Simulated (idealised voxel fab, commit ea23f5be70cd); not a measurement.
voxel capacitor over wiring: a process module
Each square cell in cross-section cut measures 5 nm, and the section as a whole is 210 nm wide.
Notation: cross-section as square-cell grid; stated in bands, top first, going down; one or more cell rows per band.
First you get the band's top height and its bottom height, in nm, and then the materials it's made of, left to right, with each width in nm. If you see a single material with "throughout", that one covers the band edge to edge. "air" is empty space.
Height reference: 0 = level under which incoming wafer is all one material. Lowest band: no bottom, runs on downward, e.g. "0 down".
So if you see something like "30..40" for the width, read it as the top row of the band sitting at the first number and the bottom row at the second, with every row in between moving by the same amount as the last.
"stayed the same" means the step left every cell of the cross-section as it was.
"Non-vented voids" - sealed voids, min. 8 cells, no opening to top; format: width x height at distance (distance from left edge; nm throughout).
Heads up: the bit after the settings on a step's line is the simulator's remark on that step.
On any step carrying a mask, the "overlay nm" setting, if present on the step's line, tells how far right of its planned place the mask lay; negative values point to the left.
**The planned process steps are enumerated hereunder**
| 1 | RECEIVE, material Si |
| 2 | CONFORMAL_DEP, material SiO2, thk nm 15 |
| 3 | CONFORMAL_DEP, material SiN, thk nm 5 |
| 4 | DIRECTIONAL_DEP, material SiO2, thk nm 25 |
| 5 | PATTERN, tone open, mask id METAL_1, material resist, width nm 30, pitch nm 95, thk nm 20, overlay nm 0 |
| 6 | DIRECTIONAL_ETCH, etch materials SiO2, depth nm 25 |
| 7 | DIRECTIONAL_ETCH, etch materials SiN, depth nm 5 |
| 8 | STRIP, etch materials resist |
| 9 | CONFORMAL_DEP, material TiN, thk nm 5 |
| 10 | FILL_DEP, material Cu, thk nm 10 |
| 11 | CMP, height nm 45 |
| 12 | EPI, material Ru, thk nm 5 |
| 13 | FILL_DEP, material SiCN, thk nm 5 |
| 14 | DIRECTIONAL_DEP, material lowk, thk nm 15 |
| 15 | PATTERN, tone open, mask id PLUG_1, material resist, width nm 15, thk nm 15, overlay nm 0 |
| 16 | DIRECTIONAL_ETCH, etch materials lowk, depth nm 15 |
| 17 | DIRECTIONAL_ETCH, etch materials SiCN, depth nm 5 |
| 18 | STRIP, etch materials resist |
| 19 | CONFORMAL_DEP, material TiN, thk nm 5 |
| 20 | FILL_DEP, material Cu, thk nm 10 |
| 21 | CMP, height nm 70 |
| 22 | DIRECTIONAL_DEP, material TiN, thk nm 10 |
| 23 | DIRECTIONAL_DEP, material Al2O3, thk nm 5 |
| 24 | DIRECTIONAL_DEP, material TiN, thk nm 10 |
| 25 | MASKED_ETCH, tone cover, mask id UPPER_PLATE, width nm 70, etch materials TiN, depth nm 10, overlay nm 0 |
| 26 | MASKED_ETCH, tone cover, mask id UPPER_PLATE, width nm 70, etch materials Al2O3, depth nm 5, overlay nm 0 |
| 27 | DIRECTIONAL_DEP, material aC, thk nm 15 |
| 28 | PATTERN, tone cover, mask id LOWER_PLATE, material resist, width nm 80, thk nm 30, overlay nm 0 |
| 29 | DIRECTIONAL_ETCH, etch materials aC, depth nm 15 |
| 30 | STRIP, etch materials resist |
| 31 | DIRECTIONAL_ETCH, etch materials TiN, depth nm 10 |
| 32 | STRIP, etch materials aC |
| 33 | FILL_DEP, material SiO2, thk nm 20 |
| 34 | CMP, height nm 110 |
| 35 | MASKED_ETCH, tone open, mask id PLUG_2, width nm 15, etch materials SiO2, depth nm 15, overlay nm 0 |
| 36 | CONFORMAL_DEP, material TiN, thk nm 5 |
| 37 | FILL_DEP, material Cu, thk nm 10 |
| 38 | CMP, height nm 110 |
| 39 | CONFORMAL_DEP, material SiCN, thk nm 5 |
**Delivered wafer in cross-section: state after step 1**
0 down: Si throughout
Non-vented voids: none
**End-of-module cross-section. Starting structure and process plan as above; one mistake made in running it**
115 to 110: SiCN throughout
110 to 100: 65 of SiO2; 5 of TiN; 5 of Cu; 5 of TiN; 130 of SiO2
100 to 95: 65 of SiO2; 15 of TiN; 130 of SiO2
95 to 85: 55 of SiO2; 70 of TiN; 85 of SiO2
85 to 80: 55 of SiO2; 70 of Al2O3; 85 of SiO2
80 to 70: 50 of SiO2; 80 of TiN; 80 of SiO2
70 to 55: 55 of lowk; 5 of TiN; 5 of Cu; 5 of TiN; 140 of lowk
55 to 50: 55 of SiCN; 15 of TiN; 140 of SiCN
50 to 45: 35 of SiCN; 40 of Ru; 55 of SiCN; 40 of Ru; 40 of SiCN
45 to 35: 40 of SiO2; 5 of TiN; 20 of Cu; 5 of TiN; 65 of SiO2; 5 of TiN; 20 of Cu; 5 of TiN; 45 of SiO2
35 to 30: 40 of SiN; 30 of TiN; 65 of SiN; 30 of TiN; 45 of SiN
30 to 0: SiO2 throughout
0 down: Si throughout
Non-vented voids: none
Nonconformance to the process plan: regarding the plan, step 2 was run twice
